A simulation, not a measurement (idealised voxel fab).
Title: Process Module voxel plated lines
For reference, the cross-section in this document is cut, with width 200 nm and square cells of 5 nm.
Cross-section format: a grid of square cells, given as bands from top to bottom; each band is one or more rows of cells. The band entry comprises the height of the band's top followed by the height of its bottom, expressed in nm, and subsequently the band's materials from left to right, each stated together with its width in nm. Where a single material is marked with the word "full width", that material fills the band from edge to edge. The word "blank" represents empty space. Counting heights begins at 0, where everything beneath is, in the wafer as received, one material. The lowest band has no bottom; it goes on downwards, as "0..down" shows. You'd read "30->40" like this: the band's top row of cells is as wide as the first number, its bottom row is as wide as the second, and going down, every row changes width by the same amount as the row before did. When a step is marked "nothing different", none of the cells in the cross-section changed during that step. You'll see "closed voids" listing empty spaces that have no way open to the top, as long as they're 8 cells or more; the notation is width x height at distance, where the distance is from the left edge, and all of it is in nm. What comes after the settings on a step's line is commentary from the simulator itself on that step. Each step line may optionally specify "overlay nm", which for a step with a mask gives the rightward distance between the mask's planned place and where it lay, a negative value indicating the leftward direction.

HERE'S WHAT THE PLANNED PROCESS STEPS LOOK LIKE
1,RECEIVE | material Si
2,CONFORMAL_DEP | material Al2O3 | thk nm 10
3,DIRECTIONAL_DEP | material TiN | thk nm 5
4,PATTERN | tone open | mask id LINES | material resist | width nm 25 | pitch nm 55 | thk nm 35 | overlay nm 0
5,EPI | material Ru | thk nm 10
6,EPI | material Ru | thk nm 5
7,EPI | material Ru | thk nm 5
8,STRIP | etch materials resist
9,DIRECTIONAL_ETCH | etch materials TiN | depth nm 5
10,CONFORMAL_DEP | material SiN | thk nm 10

STEP 1 COMPLETE: CROSS-SECTION OF THE WAFER AS RECEIVED
* 0..down: Si full width
* closed voids: none

CROSS-SECTION AT MODULE END, ONE RUN ERROR; START AND PLAN UNCHANGED FROM ABOVE
* 45..35: SiN 70 nm, then blank 5 nm, then SiN 50 nm, then blank 5 nm, then SiN 70 nm
* 35..20: Ru 60 nm, then SiN 10 nm, then blank 5 nm, then SiN 10 nm, then Ru 30 nm, then SiN 10 nm, then blank 5 nm, then SiN 10 nm, then Ru 60 nm
* 20..15: Ru 60 nm, then SiN 25 nm, then Ru 30 nm, then SiN 25 nm, then Ru 60 nm
* 15..10: TiN 60 nm, then SiN 25 nm, then TiN 30 nm, then SiN 25 nm, then TiN 60 nm
* 10..0: Al2O3 full width
* 0..down: Si full width
* closed voids: none
So what did we get wrong on this run? it should be noted that step 4 was executed with settings other than those planned, the operation and settings actually applied being PATTERN | tone cover | mask id LINES | material resist | width nm 25 | pitch nm 55 | thk nm 35 | overlay nm 0
